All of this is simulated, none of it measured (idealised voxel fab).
The process module presented herein is designated voxel self aligned vias.
Xsec cut, 275 nm wide, square cell size 5 nm.
Cross-section = grid of square cells, listed top down in bands; band = one or more rows.
Within each band entry, the heights of the top and of the bottom of the band appear first, in that order and in nm; the materials of the band then follow from left to right, each with its corresponding width in nm. The designation "all across" on a single material indicates that it fills the band from edge to edge; the designation "blank" indicates empty space.
Heights from 0 (as-received wafer is one material below). Bottom band endless downward, as "0..down".
Width: "30..40" (first number = top row, second number = bottom row, same change from row to row of cells).
"changes: none", as given for a step, is the statement that not any cell of the cross-section underwent a change during that step.
"Fully sealed cavities" specifies each empty space that is not open to the top and that occupies no fewer than 8 cells, using the form width x height at distance, the distance measured from the left edge and all three quantities in nm.
On a step's line, text after the settings is the simulator commenting on that step.
"overlay nm" answers the question of how far to the right of plan the mask lay on a step that has a mask, and when it is negative the answer is to the left.
For the reader: what remains of this document is a series of pairs, each showing a cross-section before one process step and a cross-section after that step which reaches down only to the lowest band that changed, with the step between them and its settings set out under the pair. It should not be assumed that a pair continues from the pair above it; the pairs can come from different runs of this module on the same starting wafer, and such continuity exists only where the entry headed "Preceding state" says so.

[Preceding state]
  0..down = Si all across
  Fully sealed cavities: none

[As Processed]
  10..0 = SiO2 all across
  Under the height 0 nothing was changed.
  Fully sealed cavities: none
Step linking the sections shown: CONFORMAL_DEP [material SiO2] [thk nm 10]

Preceding state: as in the pair right above, post-step view.

[As Processed]
  15..10 = SiCN all across
  Under the height 10 nothing was changed.
  Fully sealed cavities: none
Step linking the sections shown: CONFORMAL_DEP [material SiCN] [thk nm 5]

Preceding state: as in the pair right above, post-step view.

[As Processed]
  35..15 = SiO2 all across
  Under the height 15 nothing was changed.
  Fully sealed cavities: none
Step linking the sections shown: DIRECTIONAL_DEP [material SiO2] [thk nm 20]

Preceding state: as in the pair right above, post-step view.

[As Processed]
  35..15 = SiO2=100 | blank=20 | SiO2=30 | blank=20 | SiO2=105
  Under the height 15 nothing was changed.
  Fully sealed cavities: none
Step linking the sections shown: MASKED_ETCH [tone open] [mask id LINES] [width nm 20] [pitch nm 50] [etch materials SiO2] [depth nm 20] [overlay nm 0]

Preceding state: as in the pair right above, post-step view.

[As Processed]
  40..35 = TiN=105 | blank=10 | TiN=40 | blank=10 | TiN=110
  35..20 = SiO2=100 | TiN=5 | blank=10 | TiN=5 | SiO2=30 | TiN=5 | blank=10 | TiN=5 | SiO2=105
  20..15 = SiO2=100 | TiN=20 | SiO2=30 | TiN=20 | SiO2=105
  Under the height 15 nothing was changed.
  Fully sealed cavities: none
Step linking the sections shown: CONFORMAL_DEP [material TiN] [thk nm 5]

Preceding state: as in the pair right above, post-step view.

[As Processed]
  50..40 = W all across
  40..35 = TiN=105 | W=10 | TiN=40 | W=10 | TiN=110
  35..20 = SiO2=100 | TiN=5 | W=10 | TiN=5 | SiO2=30 | TiN=5 | W=10 | TiN=5 | SiO2=105
  Under the height 20 nothing was changed.
  Fully sealed cavities: none
Step linking the sections shown: FILL_DEP [material W] [thk nm 10]

Preceding state: as in the pair right above, post-step view.

[As Processed]
  35..20 = SiO2=100 | TiN=5 | W=10 | TiN=5 | SiO2=30 | TiN=5 | W=10 | TiN=5 | SiO2=105
  Under the height 20 nothing was changed.
  Fully sealed cavities: none
Step linking the sections shown: CMP [height nm 35]

Preceding state: as in the pair right above, post-step view.

[As Processed]
  35..25 = SiO2=100 | blank=20 | SiO2=30 | blank=20 | SiO2=105
  Under the height 25 nothing was changed.
  Fully sealed cavities: none
Step linking the sections shown: SELECTIVE_ETCH [etch materials W Ru TiN] [depth nm 10]

Preceding state: as in the pair right above, post-step view.

[As Processed]
  45..35 = SiN all across
  35..25 = SiO2=100 | SiN=20 | SiO2=30 | SiN=20 | SiO2=105
  Under the height 25 nothing was changed.
  Fully sealed cavities: none
Step linking the sections shown: FILL_DEP [material SiN] [thk nm 10]

Preceding state: as in the pair right above, post-step view.

[As Processed]
  35..25 = SiO2=100 | SiN=20 | SiO2=30 | SiN=20 | SiO2=105
  Under the height 25 nothing was changed.
  Fully sealed cavities: none
Step linking the sections shown: CMP [height nm 35]

Preceding state: as in the pair right above, post-step view.

[As Processed]
  50..35 = SiO2 all across
  Under the height 35 nothing was changed.
  Fully sealed cavities: none
Step linking the sections shown: DIRECTIONAL_DEP [material SiO2] [thk nm 15]

Preceding state: as in the pair right above, post-step view.

[As Processed]
  65..50 = resist=95 | blank=30 | resist=150
  Under the height 50 nothing was changed.
  Fully sealed cavities: none
Step linking the sections shown: PATTERN [tone open] [mask id VIAS] [material resist] [width nm 30] [thk nm 15] [overlay nm 0]

Preceding state: as in the pair right above, post-step view.

[As Processed]
  65..50 = resist=95 | blank=30 | resist=150
  50..35 = SiO2=95 | blank=30 | SiO2=150
  Under the height 35 nothing was changed.
  Fully sealed cavities: none
Step linking the sections shown: DIRECTIONAL_ETCH [etch materials SiO2] [depth nm 15]

Preceding state: as in the pair right above, post-step view.

[As Processed]
  65..50 = resist=95 | blank=30 | resist=150
  50..35 = SiO2=95 | blank=30 | SiO2=150
  35..25 = SiO2=100 | blank=20 | SiO2=30 | SiN=20 | SiO2=105
  Under the height 25 nothing was changed.
  Fully sealed cavities: none
Step linking the sections shown: DIRECTIONAL_ETCH [etch materials SiN] [depth nm 10]

Preceding state: as in the pair right above, post-step view.

[As Processed]
  50..35 = SiO2=95 | blank=30 | SiO2=150
  Under the height 35 nothing was changed.
  Fully sealed cavities: none
Step linking the sections shown: STRIP [etch materials resist]

Preceding state: as in the pair right above, post-step view.

[As Processed]
  55..50 = TiN=100 | blank=20 | TiN=155
  50..40 = SiO2=95 | TiN=5 | blank=20 | TiN=5 | SiO2=150
  40..35 = SiO2=95 | TiN=10 | blank=10 | TiN=10 | SiO2=150
  35..30 = SiO2=100 | TiN=5 | blank=10 | TiN=5 | SiO2=30 | SiN=20 | SiO2=105
  30..25 = SiO2=100 | TiN=20 | SiO2=30 | SiN=20 | SiO2=105
  Under the height 25 nothing was changed.
  Fully sealed cavities: none
Step linking the sections shown: CONFORMAL_DEP [material TiN] [thk nm 5]

Preceding state: as in the pair right above, post-step view.

[As Processed]
  60..55 = Ru all across
  55..50 = TiN=100 | Ru=20 | TiN=155
  50..40 = SiO2=95 | TiN=5 | Ru=20 | TiN=5 | SiO2=150
  40..35 = SiO2=95 | TiN=10 | Ru=10 | TiN=10 | SiO2=150
  35..30 = SiO2=100 | TiN=5 | Ru=10 | TiN=5 | SiO2=30 | SiN=20 | SiO2=105
  Under the height 30 nothing was changed.
  Fully sealed cavities: none
Step linking the sections shown: FILL_DEP [material Ru] [thk nm 5]

Preceding state: as in the pair right above, post-step view.

[As Processed]
  50..40 = SiO2=95 | TiN=5 | Ru=20 | TiN=5 | SiO2=150
  Under the height 40 nothing was changed.
  Fully sealed cavities: none
Step linking the sections shown: CMP [height nm 50]

Preceding state: as in the pair right above, post-step view.

[As Processed]
  55..50 = SiN all across
  Under the height 50 nothing was changed.
  Fully sealed cavities: none
Step linking the sections shown: CONFORMAL_DEP [material SiN] [thk nm 5]

[Preceding state]
  10..0 = SiO2 all across
  0..down = Si all across
  Fully sealed cavities: none

[As Processed]
  30..0 = SiO2 all across
  Under the height 0 nothing was changed.
  Fully sealed cavities: none
Step linking the sections shown: DIRECTIONAL_DEP [material SiO2] [thk nm 20]

Preceding state: as in the pair right above, post-step view.

[As Processed]
  30..10 = SiO2=100 | blank=20 | SiO2=30 | blank=20 | SiO2=105
  Under the height 10 nothing was changed.
  Fully sealed cavities: none
Step linking the sections shown: MASKED_ETCH [tone open] [mask id LINES] [width nm 20] [pitch nm 50] [etch materials SiO2] [depth nm 20] [overlay nm 0]

Preceding state: as in the pair right above, post-step view.

[As Processed]
  35..30 = TiN=105 | blank=10 | TiN=40 | blank=10 | TiN=110
  30..15 = SiO2=100 | TiN=5 | blank=10 | TiN=5 | SiO2=30 | TiN=5 | blank=10 | TiN=5 | SiO2=105
  15..10 = SiO2=100 | TiN=20 | SiO2=30 | TiN=20 | SiO2=105
  Under the height 10 nothing was changed.
  Fully sealed cavities: none
Step linking the sections shown: CONFORMAL_DEP [material TiN] [thk nm 5]

Preceding state: as in the pair right above, post-step view.

[As Processed]
  45..35 = W all across
  35..30 = TiN=105 | W=10 | TiN=40 | W=10 | TiN=110
  30..15 = SiO2=100 | TiN=5 | W=10 | TiN=5 | SiO2=30 | TiN=5 | W=10 | TiN=5 | SiO2=105
  Under the height 15 nothing was changed.
  Fully sealed cavities: none
Step linking the sections shown: FILL_DEP [material W] [thk nm 10]

Preceding state: as in the pair right above, post-step view.

[As Processed]
  35..30 = TiN=105 | W=10 | TiN=40 | W=10 | TiN=110
  Under the height 30 nothing was changed.
  Fully sealed cavities: none
Step linking the sections shown: CMP [height nm 35]

Preceding state: as in the pair right above, post-step view.

[As Processed]
  30..25 = SiO2=100 | blank=20 | SiO2=30 | blank=20 | SiO2=105
  Under the height 25 nothing was changed.
  Fully sealed cavities: none
Step linking the sections shown: SELECTIVE_ETCH [etch materials W Ru TiN] [depth nm 10]

Preceding state: as in the pair right above, post-step view.

[As Processed]
  40..30 = SiN all across
  30..25 = SiO2=100 | SiN=20 | SiO2=30 | SiN=20 | SiO2=105
  Under the height 25 nothing was changed.
  Fully sealed cavities: none
Step linking the sections shown: FILL_DEP [material SiN] [thk nm 10]

Preceding state: as in the pair right above, post-step view.

[As Processed]
  35..30 = SiN all across
  Under the height 30 nothing was changed.
  Fully sealed cavities: none
Step linking the sections shown: CMP [height nm 35]

Preceding state: as in the pair right above, post-step view.

[As Processed]
  50..35 = SiO2 all across
  Under the height 35 nothing was changed.
  Fully sealed cavities: none
Step linking the sections shown: DIRECTIONAL_DEP [material SiO2] [thk nm 15]

Preceding state: as in the pair right above, post-step view.

[As Processed]
  65..50 = resist=95 | blank=30 | resist=150
  Under the height 50 nothing was changed.
  Fully sealed cavities: none
Step linking the sections shown: PATTERN [tone open] [mask id VIAS] [material resist] [width nm 30] [thk nm 15] [overlay nm 0]

Preceding state: as in the pair right above, post-step view.

[As Processed]
  65..50 = resist=95 | blank=30 | resist=150
  50..35 = SiO2=95 | blank=30 | SiO2=150
  Under the height 35 nothing was changed.
  Fully sealed cavities: none
Step linking the sections shown: DIRECTIONAL_ETCH [etch materials SiO2] [depth nm 15]

Preceding state: as in the pair right above, post-step view.

[As Processed]
  65..50 = resist=95 | blank=30 | resist=150
  50..35 = SiO2=95 | blank=30 | SiO2=150
  35..30 = SiN=95 | blank=30 | SiN=150
  30..25 = SiO2=100 | blank=20 | SiO2=30 | SiN=20 | SiO2=105
  Under the height 25 nothing was changed.
  Fully sealed cavities: none
Step linking the sections shown: DIRECTIONAL_ETCH [etch materials SiN] [depth nm 10]

Preceding state: as in the pair right above, post-step view.

[As Processed]
  50..35 = SiO2=95 | blank=30 | SiO2=150
  Under the height 35 nothing was changed.
  Fully sealed cavities: none
Step linking the sections shown: STRIP [etch materials resist]

Preceding state: as in the pair right above, post-step view.

[As Processed]
  55..50 = TiN=100 | blank=20 | TiN=155
  50..35 = SiO2=95 | TiN=5 | blank=20 | TiN=5 | SiO2=150
  35..30 = SiN=95 | TiN=10 | blank=10 | TiN=10 | SiN=150
  30..25 = SiO2=100 | TiN=20 | SiO2=30 | SiN=20 | SiO2=105
  Under the height 25 nothing was changed.
  Fully sealed cavities: none
Step linking the sections shown: CONFORMAL_DEP [material TiN] [thk nm 5]

Preceding state: as in the pair right above, post-step view.

[As Processed]
  60..55 = Ru all across
  55..50 = TiN=100 | Ru=20 | TiN=155
  50..35 = SiO2=95 | TiN=5 | Ru=20 | TiN=5 | SiO2=150
  35..30 = SiN=95 | TiN=10 | Ru=10 | TiN=10 | SiN=150
  Under the height 30 nothing was changed.
  Fully sealed cavities: none
Step linking the sections shown: FILL_DEP [material Ru] [thk nm 5]

Preceding state: as in the pair right above, post-step view.

[As Processed]
  50..35 = SiO2=95 | TiN=5 | Ru=20 | TiN=5 | SiO2=150
  Under the height 35 nothing was changed.
  Fully sealed cavities: none
Step linking the sections shown: CMP [height nm 50]

Preceding state: as in the pair right above, post-step view.

[As Processed]
  55..50 = SiN all across
  Under the height 50 nothing was changed.
  Fully sealed cavities: none
Step linking the sections shown: CONFORMAL_DEP [material SiN] [thk nm 5]

[Preceding state]
  65..50 = resist=95 | blank=30 | resist=150
  50..35 = SiO2=95 | blank=30 | SiO2=150
  35..25 = SiO2=100 | SiN=20 | SiO2=30 | SiN=20 | SiO2=105
  25..20 = SiO2=100 | TiN=5 | W=10 | TiN=5 | SiO2=30 | TiN=5 | W=10 | TiN=5 | SiO2=105
  20..15 = SiO2=100 | TiN=20 | SiO2=30 | TiN=20 | SiO2=105
  15..10 = SiCN all across
  10..0 = SiO2 all across
  0..down = Si all across
  Fully sealed cavities: none

[As Processed]
  65..50 = resist=95 | blank=30 | resist=150
  50..35 = SiO2=95 | blank=30 | SiO2=150
  35..25 = SiO2=95 | blank=5 | SiN=20 | blank=5 | SiO2=25 | SiN=20 | SiO2=105
  25..20 = SiO2=95 | blank=5 | TiN=5 | W=10 | TiN=5 | blank=5 | SiO2=25 | TiN=5 | W=10 | TiN=5 | SiO2=105
  Under the height 20 nothing was changed.
  Fully sealed cavities: none
Step linking the sections shown: DIRECTIONAL_ETCH [etch materials SiO2] [depth nm 15]

Preceding state: as in the pair right above, post-step view.

[As Processed]
  65..50 = resist=95 | blank=30 | resist=150
  50..35 = SiO2=95 | blank=30 | SiO2=150
  35..25 = SiO2=95 | blank=30 | SiO2=25 | SiN=20 | SiO2=105
  Under the height 25 nothing was changed.
  Fully sealed cavities: none
Step linking the sections shown: DIRECTIONAL_ETCH [etch materials SiN] [depth nm 10]

Preceding state: as in the pair right above, post-step view.

[As Processed]
  50..35 = SiO2=95 | blank=30 | SiO2=150
  Under the height 35 nothing was changed.
  Fully sealed cavities: none
Step linking the sections shown: STRIP [etch materials resist]

Preceding state: as in the pair right above, post-step view.

[As Processed]
  55..50 = TiN=100 | blank=20 | TiN=155
  50..35 = SiO2=95 | TiN=5 | blank=20 | TiN=5 | SiO2=150
  35..30 = SiO2=95 | TiN=5 | blank=20 | TiN=5 | SiO2=25 | SiN=20 | SiO2=105
  30..25 = SiO2=95 | TiN=30 | SiO2=25 | SiN=20 | SiO2=105
  25..20 = SiO2=95 | TiN=10 | W=10 | TiN=10 | SiO2=25 | TiN=5 | W=10 | TiN=5 | SiO2=105
  Under the height 20 nothing was changed.
  Fully sealed cavities: none
Step linking the sections shown: CONFORMAL_DEP [material TiN] [thk nm 5]

Preceding state: as in the pair right above, post-step view.

[As Processed]
  60..55 = Ru all across
  55..50 = TiN=100 | Ru=20 | TiN=155
  50..35 = SiO2=95 | TiN=5 | Ru=20 | TiN=5 | SiO2=150
  35..30 = SiO2=95 | TiN=5 | Ru=20 | TiN=5 | SiO2=25 | SiN=20 | SiO2=105
  Under the height 30 nothing was changed.
  Fully sealed cavities: none
Step linking the sections shown: FILL_DEP [material Ru] [thk nm 5]

Preceding state: as in the pair right above, post-step view.

[As Processed]
  50..35 = SiO2=95 | TiN=5 | Ru=20 | TiN=5 | SiO2=150
  Under the height 35 nothing was changed.
  Fully sealed cavities: none
Step linking the sections shown: CMP [height nm 50]

Preceding state: as in the pair right above, post-step view.

[As Processed]
  55..50 = SiN all across
  Under the height 50 nothing was changed.
  Fully sealed cavities: none
Step linking the sections shown: CONFORMAL_DEP [material SiN] [thk nm 5]

[Preceding state]
  30..0 = SiO2 all across
  0..down = Si all across
  Fully sealed cavities: none

[As Processed]
  35..30 = SiCN all across
  Under the height 30 nothing was changed.
  Fully sealed cavities: none
Step linking the sections shown: CONFORMAL_DEP [material SiCN] [thk nm 5]

Preceding state: as in the pair right above, post-step view.

[As Processed]
  40..35 = TiN all across
  Under the height 35 nothing was changed.
  Fully sealed cavities: none
Step linking the sections shown: CONFORMAL_DEP [material TiN] [thk nm 5]

Preceding state: as in the pair right above, post-step view.

[As Processed]
  50..40 = W all across
  Under the height 40 nothing was changed.
  Fully sealed cavities: none
Step linking the sections shown: FILL_DEP [material W] [thk nm 10]

Preceding state: as in the pair right above, post-step view.

[As Processed]
  35..30 = SiCN all across
  Under the height 30 nothing was changed.
  Fully sealed cavities: none
Step linking the sections shown: CMP [height nm 35]

Preceding state: as in the pair right above, post-step view.

[As Processed]
  45..35 = SiN all across
  Under the height 35 nothing was changed.
  Fully sealed cavities: none
Step linking the sections shown: FILL_DEP [material SiN] [thk nm 10]

Preceding state: as in the pair right above, post-step view.

[As Processed]
  35..30 = SiCN all across
  Under the height 30 nothing was changed.
  Fully sealed cavities: none
Step linking the sections shown: CMP [height nm 35]

Preceding state: as in the pair right above, post-step view.

[As Processed]
  50..35 = SiO2 all across
  Under the height 35 nothing was changed.
  Fully sealed cavities: none
Step linking the sections shown: DIRECTIONAL_DEP [material SiO2] [thk nm 15]

Preceding state: as in the pair right above, post-step view.

[As Processed]
  65..50 = resist=95 | blank=30 | resist=150
  Under the height 50 nothing was changed.
  Fully sealed cavities: none
Step linking the sections shown: PATTERN [tone open] [mask id VIAS] [material resist] [width nm 30] [thk nm 15] [overlay nm 0]

Preceding state: as in the pair right above, post-step view.

[As Processed]
  65..50 = resist=95 | blank=30 | resist=150
  50..35 = SiO2=95 | blank=30 | SiO2=150
  Under the height 35 nothing was changed.
  Fully sealed cavities: none
Step linking the sections shown: DIRECTIONAL_ETCH [etch materials SiO2] [depth nm 15]

Preceding state: as in the pair right above, post-step view.

[As Processed]
  50..35 = SiO2=95 | blank=30 | SiO2=150
  Under the height 35 nothing was changed.
  Fully sealed cavities: none
Step linking the sections shown: STRIP [etch materials resist]

Preceding state: as in the pair right above, post-step view.

[As Processed]
  55..50 = TiN=100 | blank=20 | TiN=155
  50..40 = SiO2=95 | TiN=5 | blank=20 | TiN=5 | SiO2=150
  40..35 = SiO2=95 | TiN=30 | SiO2=150
  Under the height 35 nothing was changed.
  Fully sealed cavities: none
Step linking the sections shown: CONFORMAL_DEP [material TiN] [thk nm 5]

Preceding state: as in the pair right above, post-step view.

[As Processed]
  60..55 = Ru all across
  55..50 = TiN=100 | Ru=20 | TiN=155
  50..40 = SiO2=95 | TiN=5 | Ru=20 | TiN=5 | SiO2=150
  Under the height 40 nothing was changed.
  Fully sealed cavities: none
Step linking the sections shown: FILL_DEP [material Ru] [thk nm 5]

Preceding state: as in the pair right above, post-step view.

[As Processed]
  50..40 = SiO2=95 | TiN=5 | Ru=20 | TiN=5 | SiO2=150
  Under the height 40 nothing was changed.
  Fully sealed cavities: none
Step linking the sections shown: CMP [height nm 50]

Preceding state: as in the pair right above, post-step view.

[As Processed]
  55..50 = SiN all across
  Under the height 50 nothing was changed.
  Fully sealed cavities: none
Step linking the sections shown: CONFORMAL_DEP [material SiN] [thk nm 5]

[Preceding state]
  60..55 = Ru all across
  55..50 = TiN=100 | Ru=20 | TiN=155
  50..40 = SiO2=95 | TiN=5 | Ru=20 | TiN=5 | SiO2=150
  40..35 = SiO2=95 | TiN=10 | Ru=10 | TiN=10 | SiO2=150
  35..30 = SiO2=100 | TiN=5 | Ru=10 | TiN=5 | SiO2=30 | SiN=20 | SiO2=105
  30..25 = SiO2=100 | TiN=20 | SiO2=30 | SiN=20 | SiO2=105
  25..20 = SiO2=100 | TiN=5 | W=10 | TiN=5 | SiO2=30 | TiN=5 | W=10 | TiN=5 | SiO2=105
  20..15 = SiO2=100 | TiN=20 | SiO2=30 | TiN=20 | SiO2=105
  15..10 = SiCN all across
  10..0 = SiO2 all across
  0..down = Si all across
  Fully sealed cavities: none

[As Processed]
  55..50 = TiN=100 | Ru=20 | TiN=155
  Under the height 50 nothing was changed.
  Fully sealed cavities: none
Step linking the sections shown: CMP [height nm 55]

Preceding state: as in the pair right above, post-step view.

[As Processed]
  60..55 = SiN all across
  Under the height 55 nothing was changed.
  Fully sealed cavities: none
Step linking the sections shown: CONFORMAL_DEP [material SiN] [thk nm 5]

[Preceding state]
  50..35 = SiO2 all across
  35..25 = SiO2=100 | SiN=20 | SiO2=30 | SiN=20 | SiO2=105
  25..20 = SiO2=100 | TiN=5 | W=10 | TiN=5 | SiO2=30 | TiN=5 | W=10 | TiN=5 | SiO2=105
  20..15 = SiO2=100 | TiN=20 | SiO2=30 | TiN=20 | SiO2=105
  15..10 = SiCN all across
  10..0 = SiO2 all across
  0..down = Si all across
  Fully sealed cavities: none

[As Processed]
  65..50 = resist=100 | blank=25 | resist=150
  Under the height 50 nothing was changed.
  Fully sealed cavities: none
Step linking the sections shown: PATTERN [tone open] [mask id VIAS] [material resist] [width nm 25] [thk nm 15] [overlay nm 0]

Preceding state: as in the pair right above, post-step view.

[As Processed]
  65..50 = resist=100 | blank=25 | resist=150
  50..35 = SiO2=100 | blank=25 | SiO2=150
  Under the height 35 nothing was changed.
  Fully sealed cavities: none
Step linking the sections shown: DIRECTIONAL_ETCH [etch materials SiO2] [depth nm 15]

Preceding state: as in the pair right above, post-step view.

[As Processed]
  65..50 = resist=100 | blank=25 | resist=150
  50..35 = SiO2=100 | blank=25 | SiO2=150
  35..25 = SiO2=100 | blank=20 | SiO2=30 | SiN=20 | SiO2=105
  Under the height 25 nothing was changed.
  Fully sealed cavities: none
Step linking the sections shown: DIRECTIONAL_ETCH [etch materials SiN] [depth nm 10]

Preceding state: as in the pair right above, post-step view.

[As Processed]
  50..35 = SiO2=100 | blank=25 | SiO2=150
  Under the height 35 nothing was changed.
  Fully sealed cavities: none
Step linking the sections shown: STRIP [etch materials resist]

Preceding state: as in the pair right above, post-step view.

[As Processed]
  55..50 = TiN=105 | blank=15 | TiN=155
  50..40 = SiO2=100 | TiN=5 | blank=15 | TiN=5 | SiO2=150
  40..35 = SiO2=100 | TiN=5 | blank=10 | TiN=10 | SiO2=150
  35..30 = SiO2=100 | TiN=5 | blank=10 | TiN=5 | SiO2=30 | SiN=20 | SiO2=105
  30..25 = SiO2=100 | TiN=20 | SiO2=30 | SiN=20 | SiO2=105
  Under the height 25 nothing was changed.
  Fully sealed cavities: none
Step linking the sections shown: CONFORMAL_DEP [material TiN] [thk nm 5]

Preceding state: as in the pair right above, post-step view.

[As Processed]
  60..55 = Ru all across
  55..50 = TiN=105 | Ru=15 | TiN=155
  50..40 = SiO2=100 | TiN=5 | Ru=15 | TiN=5 | SiO2=150
  40..35 = SiO2=100 | TiN=5 | Ru=10 | TiN=10 | SiO2=150
  35..30 = SiO2=100 | TiN=5 | Ru=10 | TiN=5 | SiO2=30 | SiN=20 | SiO2=105
  Under the height 30 nothing was changed.
  Fully sealed cavities: none
Step linking the sections shown: FILL_DEP [material Ru] [thk nm 5]

Preceding state: as in the pair right above, post-step view.

[As Processed]
  50..40 = SiO2=100 | TiN=5 | Ru=15 | TiN=5 | SiO2=150
  Under the height 40 nothing was changed.
  Fully sealed cavities: none
Step linking the sections shown: CMP [height nm 50]

Preceding state: as in the pair right above, post-step view.

[As Processed]
  55..50 = SiN all across
  Under the height 50 nothing was changed.
  Fully sealed cavities: none
Step linking the sections shown: CONFORMAL_DEP [material SiN] [thk nm 5]

[Preceding state]
  50..35 = SiO2 all across
  35..25 = SiO2=100 | SiN=20 | SiO2=30 | SiN=20 | SiO2=105
  25..20 = SiO2=100 | TiN=5 | W=10 | TiN=5 | SiO2=30 | TiN=5 | W=10 | TiN=5 | SiO2=105
  20..15 = SiO2=100 | TiN=20 | SiO2=30 | TiN=20 | SiO2=105
  15..10 = SiCN all across
  10..0 = SiO2 all across
  0..down = Si all across
  Fully sealed cavities: none

[As Processed]
  65..50 = resist=85 | blank=30 | resist=160
  Under the height 50 nothing was changed.
  Fully sealed cavities: none
Step linking the sections shown: PATTERN [tone open] [mask id VIAS] [material resist] [width nm 30] [thk nm 15] [overlay nm -10]

Preceding state: as in the pair right above, post-step view.

[As Processed]
  65..50 = resist=85 | blank=30 | resist=160
  50..35 = SiO2=85 | blank=30 | SiO2=160
  Under the height 35 nothing was changed.
  Fully sealed cavities: none
Step linking the sections shown: DIRECTIONAL_ETCH [etch materials SiO2] [depth nm 15]

Preceding state: as in the pair right above, post-step view.

[As Processed]
  65..50 = resist=85 | blank=30 | resist=160
  50..35 = SiO2=85 | blank=30 | SiO2=160
  35..25 = SiO2=100 | blank=15 | SiN=5 | SiO2=30 | SiN=20 | SiO2=105
  Under the height 25 nothing was changed.
  Fully sealed cavities: none
Step linking the sections shown: DIRECTIONAL_ETCH [etch materials SiN] [depth nm 10]

Preceding state: as in the pair right above, post-step view.

[As Processed]
  50..35 = SiO2=85 | blank=30 | SiO2=160
  Under the height 35 nothing was changed.
  Fully sealed cavities: none
Step linking the sections shown: STRIP [etch materials resist]

Preceding state: as in the pair right above, post-step view.

[As Processed]
  55..50 = TiN=90 | blank=20 | TiN=165
  50..40 = SiO2=85 | TiN=5 | blank=20 | TiN=5 | SiO2=160
  40..35 = SiO2=85 | TiN=20 | blank=5 | TiN=5 | SiO2=160
  35..30 = SiO2=100 | TiN=5 | blank=5 | TiN=5 | SiN=5 | SiO2=30 | SiN=20 | SiO2=105
  30..25 = SiO2=100 | TiN=15 | SiN=5 | SiO2=30 | SiN=20 | SiO2=105
  Under the height 25 nothing was changed.
  Fully sealed cavities: none
Step linking the sections shown: CONFORMAL_DEP [material TiN] [thk nm 5]

Preceding state: as in the pair right above, post-step view.

[As Processed]
  60..55 = Ru all across
  55..50 = TiN=90 | Ru=20 | TiN=165
  50..40 = SiO2=85 | TiN=5 | Ru=20 | TiN=5 | SiO2=160
  40..35 = SiO2=85 | TiN=20 | Ru=5 | TiN=5 | SiO2=160
  35..30 = SiO2=100 | TiN=5 | Ru=5 | TiN=5 | SiN=5 | SiO2=30 | SiN=20 | SiO2=105
  Under the height 30 nothing was changed.
  Fully sealed cavities: none
Step linking the sections shown: FILL_DEP [material Ru] [thk nm 5]

Preceding state: as in the pair right above, post-step view.

[As Processed]
  50..40 = SiO2=85 | TiN=5 | Ru=20 | TiN=5 | SiO2=160
  Under the height 40 nothing was changed.
  Fully sealed cavities: none
Step linking the sections shown: CMP [height nm 50]

Preceding state: as in the pair right above, post-step view.

[As Processed]
  55..50 = SiN all across
  Under the height 50 nothing was changed.
  Fully sealed cavities: none
Step linking the sections shown: CONFORMAL_DEP [material SiN] [thk nm 5]

[Preceding state]
  15..10 = SiCN all across
  10..0 = SiO2 all across
  0..down = Si all across
  Fully sealed cavities: none

[As Processed]
  35..15 = TiN all across
  Under the height 15 nothing was changed.
  Fully sealed cavities: none
Step linking the sections shown: DIRECTIONAL_DEP [material TiN] [thk nm 20]

Preceding state: as in the pair right above, post-step view.

[As Processed]
  40..15 = TiN all across
  Under the height 15 nothing was changed.
  Fully sealed cavities: none
Step linking the sections shown: CONFORMAL_DEP [material TiN] [thk nm 5]

Preceding state: as in the pair right above, post-step view.

[As Processed]
  50..40 = W all across
  Under the height 40 nothing was changed.
  Fully sealed cavities: none
Step linking the sections shown: FILL_DEP [material W] [thk nm 10]

Preceding state: as in the pair right above, post-step view.

[As Processed]
  35..15 = TiN all across
  Under the height 15 nothing was changed.
  Fully sealed cavities: none
Step linking the sections shown: CMP [height nm 35]

Preceding state: as in the pair right above, post-step view.

[As Processed]
  25..15 = TiN all across
  Under the height 15 nothing was changed.
  Fully sealed cavities: none
Step linking the sections shown: SELECTIVE_ETCH [etch materials W Ru TiN] [depth nm 10]

Preceding state: as in the pair right above, post-step view.

[As Processed]
  35..25 = SiN all across
  Under the height 25 nothing was changed.
  Fully sealed cavities: none
Step linking the sections shown: FILL_DEP [material SiN] [thk nm 10]

Preceding state: as in the pair right above, post-step view.

[As Processed]
  50..35 = SiO2 all across
  Under the height 35 nothing was changed.
  Fully sealed cavities: none
Step linking the sections shown: DIRECTIONAL_DEP [material SiO2] [thk nm 15]

Preceding state: as in the pair right above, post-step view.

[As Processed]
  65..50 = resist=95 | blank=30 | resist=150
  Under the height 50 nothing was changed.
  Fully sealed cavities: none
Step linking the sections shown: PATTERN [tone open] [mask id VIAS] [material resist] [width nm 30] [thk nm 15] [overlay nm 0]

Preceding state: as in the pair right above, post-step view.

[As Processed]
  65..50 = resist=95 | blank=30 | resist=150
  50..35 = SiO2=95 | blank=30 | SiO2=150
  Under the height 35 nothing was changed.
  Fully sealed cavities: none
Step linking the sections shown: DIRECTIONAL_ETCH [etch materials SiO2] [depth nm 15]

Preceding state: as in the pair right above, post-step view.

[As Processed]
  65..50 = resist=95 | blank=30 | resist=150
  50..35 = SiO2=95 | blank=30 | SiO2=150
  35..25 = SiN=95 | blank=30 | SiN=150
  Under the height 25 nothing was changed.
  Fully sealed cavities: none
Step linking the sections shown: DIRECTIONAL_ETCH [etch materials SiN] [depth nm 10]

Preceding state: as in the pair right above, post-step view.

[As Processed]
  50..35 = SiO2=95 | blank=30 | SiO2=150
  Under the height 35 nothing was changed.
  Fully sealed cavities: none
Step linking the sections shown: STRIP [etch materials resist]

Preceding state: as in the pair right above, post-step view.

[As Processed]
  55..50 = TiN=100 | blank=20 | TiN=155
  50..35 = SiO2=95 | TiN=5 | blank=20 | TiN=5 | SiO2=150
  35..30 = SiN=95 | TiN=5 | blank=20 | TiN=5 | SiN=150
  30..25 = SiN=95 | TiN=30 | SiN=150
  Under the height 25 nothing was changed.
  Fully sealed cavities: none
Step linking the sections shown: CONFORMAL_DEP [material TiN] [thk nm 5]

Preceding state: as in the pair right above, post-step view.

[As Processed]
  60..55 = Ru all across
  55..50 = TiN=100 | Ru=20 | TiN=155
  50..35 = SiO2=95 | TiN=5 | Ru=20 | TiN=5 | SiO2=150
  35..30 = SiN=95 | TiN=5 | Ru=20 | TiN=5 | SiN=150
  Under the height 30 nothing was changed.
  Fully sealed cavities: none
Step linking the sections shown: FILL_DEP [material Ru] [thk nm 5]

Preceding state: as in the pair right above, post-step view.

[As Processed]
  50..35 = SiO2=95 | TiN=5 | Ru=20 | TiN=5 | SiO2=150
  Under the height 35 nothing was changed.
  Fully sealed cavities: none
Step linking the sections shown: CMP [height nm 50]

Preceding state: as in the pair right above, post-step view.

[As Processed]
  55..50 = SiN all across
  Under the height 50 nothing was changed.
  Fully sealed cavities: none
Step linking the sections shown: CONFORMAL_DEP [material SiN] [thk nm 5]
